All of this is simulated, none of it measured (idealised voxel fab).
The document below concerns the process module designated voxel released beams.
For reference, the cross-section in this document is cut, with width 245 nm and square cells of 5 nm.
Format of a cross-section: grid, square cells. Given as bands. Order: top down. Band: one or more rows of cells. Top, bottom (nm), then materials left to right with widths (nm); lone material tagged "edge to edge" fills the whole band edge to edge; "air" = empty space. Beneath 0, the wafer as received is one material, and that level is where height counting begins. The lowest band goes on downward without a bottom; it is written like "0..down". When a width is written as two numbers, as in "30 to 40", the first number is the width in the top row of cells of the band and the second is the width in its bottom row, and the width changes by the same amount from each row to the next. The cross-section has no changed cell in any step marked "nothing was modified". Heads up: "Entrapped void list" only lists the empty pockets with no open path to the top that are 8 cells or more, and it writes them as width x height at distance, distance from the left edge, in nm. Text after the settings on a step's line: the simulator's own remark on that step. overlay nm: mask offset rightward from planned place, masked step; negative means leftward offset.

BELOW IS THE LIST OF PLANNED PROCESS STEPS
1,RECEIVE [material Si]
2,CONFORMAL_DEP [material SiN] [thk nm 10]
3,DIRECTIONAL_DEP [material SiO2] [thk nm 15]
4,PATTERN [tone open] [mask id ANCHOR] [material resist] [width nm 45] [thk nm 15] [overlay nm 0]
5,DIRECTIONAL_ETCH [etch materials SiO2] [depth nm 15]
6,STRIP [etch materials resist]
7,CONFORMAL_DEP [material TiN] [thk nm 15]
8,PATTERN [tone cover] [mask id BEAM] [material resist] [width nm 95] [thk nm 15] [overlay nm 0]
9,DIRECTIONAL_ETCH [etch materials TiN] [depth nm 15]
10,STRIP [etch materials resist]
11,STRIP [etch materials SiO2]

WHAT FOLLOWS COVERS THE FIRST OF TWO WAFERS; IT RAN AS PLANNED

HERE'S WHAT THE WAFER LOOKED LIKE IN CROSS-SECTION WHEN IT ARRIVED - THAT'S AFTER STEP 1
	0..down: Si edge to edge
	Entrapped void list: none

PRESENTED HERE IS A CROSS-SECTION OF THE WAFER AFTER STEP 2 HAS BEEN PERFORMED
	10..0: SiN edge to edge
	Below 0, the layers are the same as they were.

PRESENTED HERE IS A CROSS-SECTION OF THE WAFER AFTER STEP 3 HAS BEEN PERFORMED
	25..10: SiO2 edge to edge
	Below 10, the layers are the same as they were.

PRESENTED HERE IS A CROSS-SECTION OF THE WAFER AFTER STEP 4 HAS BEEN PERFORMED
	40..25: resist: 75 / air: 45 / resist: 125
	Below 25, the layers are the same as they were.

PRESENTED HERE IS A CROSS-SECTION OF THE WAFER AFTER STEP 5 HAS BEEN PERFORMED
	40..25: resist: 75 / air: 45 / resist: 125
	25..10: SiO2: 75 / air: 45 / SiO2: 125
	Below 10, the layers are the same as they were.

PRESENTED HERE IS A CROSS-SECTION OF THE WAFER AFTER STEP 6 HAS BEEN PERFORMED
	25..10: SiO2: 75 / air: 45 / SiO2: 125
	Below 10, the layers are the same as they were.

PRESENTED HERE IS A CROSS-SECTION OF THE WAFER AFTER STEP 7 HAS BEEN PERFORMED
	40..25: TiN: 90 / air: 15 / TiN: 140
	25..10: SiO2: 75 / TiN: 45 / SiO2: 125
	Below 10, the layers are the same as they were.

PRESENTED HERE IS A CROSS-SECTION OF THE WAFER AFTER STEP 8 HAS BEEN PERFORMED
	55..40: air: 70 / resist: 95 / air: 80
	40..25: TiN: 90 / resist: 15 / TiN: 140
	Below 25, the layers are the same as they were.

PRESENTED HERE IS A CROSS-SECTION OF THE WAFER AFTER STEP 9 HAS BEEN PERFORMED
	55..40: air: 70 / resist: 95 / air: 80
	40..25: air: 70 / TiN: 20 / resist: 15 / TiN: 60 / air: 80
	Below 25, the layers are the same as they were.

PRESENTED HERE IS A CROSS-SECTION OF THE WAFER AFTER STEP 10 HAS BEEN PERFORMED
	40..25: air: 70 / TiN: 20 / air: 15 / TiN: 60 / air: 80
	Below 25, the layers are the same as they were.

PRESENTED HERE IS A CROSS-SECTION OF THE WAFER AFTER STEP 11 HAS BEEN PERFORMED
	40..25: air: 70 / TiN: 20 / air: 15 / TiN: 60 / air: 80
	25..10: air: 75 / TiN: 45 / air: 125
	Below 10, the layers are the same as they were.

WAFER TWO OF TWO - SAME STARTING POINT, SAME PROCESS PLAN, ONE MISTAKE IN EXECUTION; MATCHES WAFER ONE UP TO AND INCLUDING STEP 3

CROSS-SECTION OF THE SECOND WAFER CORRESPONDING TO THE PLANNED CONCLUSION OF STEP 4
	40..25: air: 75 / resist: 45 / air: 125
	Below 25, the layers are the same as they were.

CROSS-SECTION OF THE SECOND WAFER CORRESPONDING TO THE PLANNED CONCLUSION OF STEP 5
	40..25: air: 75 / resist: 45 / air: 125
	25..10: air: 75 / SiO2: 45 / air: 125
	Below 10, the layers are the same as they were.

CROSS-SECTION OF THE SECOND WAFER CORRESPONDING TO THE PLANNED CONCLUSION OF STEP 6
	25..10: air: 75 / SiO2: 45 / air: 125
	Below 10, the layers are the same as they were.

CROSS-SECTION OF THE SECOND WAFER CORRESPONDING TO THE PLANNED CONCLUSION OF STEP 7
	40..25: air: 60 / TiN: 75 / air: 110
	25..10: TiN: 75 / SiO2: 45 / TiN: 125
	Below 10, the layers are the same as they were.

CROSS-SECTION OF THE SECOND WAFER CORRESPONDING TO THE PLANNED CONCLUSION OF STEP 8
	55..40: air: 70 / resist: 95 / air: 80
	40..25: air: 60 / TiN: 75 / resist: 30 / air: 80
	Below 25, the layers are the same as they were.

CROSS-SECTION OF THE SECOND WAFER CORRESPONDING TO THE PLANNED CONCLUSION OF STEP 9
	55..40: air: 70 / resist: 95 / air: 80
	40..25: air: 70 / TiN: 65 / resist: 30 / air: 80
	25..10: air: 60 / TiN: 15 / SiO2: 45 / TiN: 45 / air: 80
	Below 10, the layers are the same as they were.

CROSS-SECTION OF THE SECOND WAFER CORRESPONDING TO THE PLANNED CONCLUSION OF STEP 10
	40..25: air: 70 / TiN: 65 / air: 110
	Below 25, the layers are the same as they were.

Cross-section of the second wafer corresponding to the planned conclusion of step 11: nothing was modified
Finding, execution versus plan: not per plan at step 4, really ran PATTERN [tone cover] [mask id ANCHOR] [material resist] [width nm 45] [thk nm 15] [overlay nm 0]
It is noted that, at the conclusion of processing, the second wafer exhibits a higher or lower cell count for certain materials relative to the first: SiO2 +27
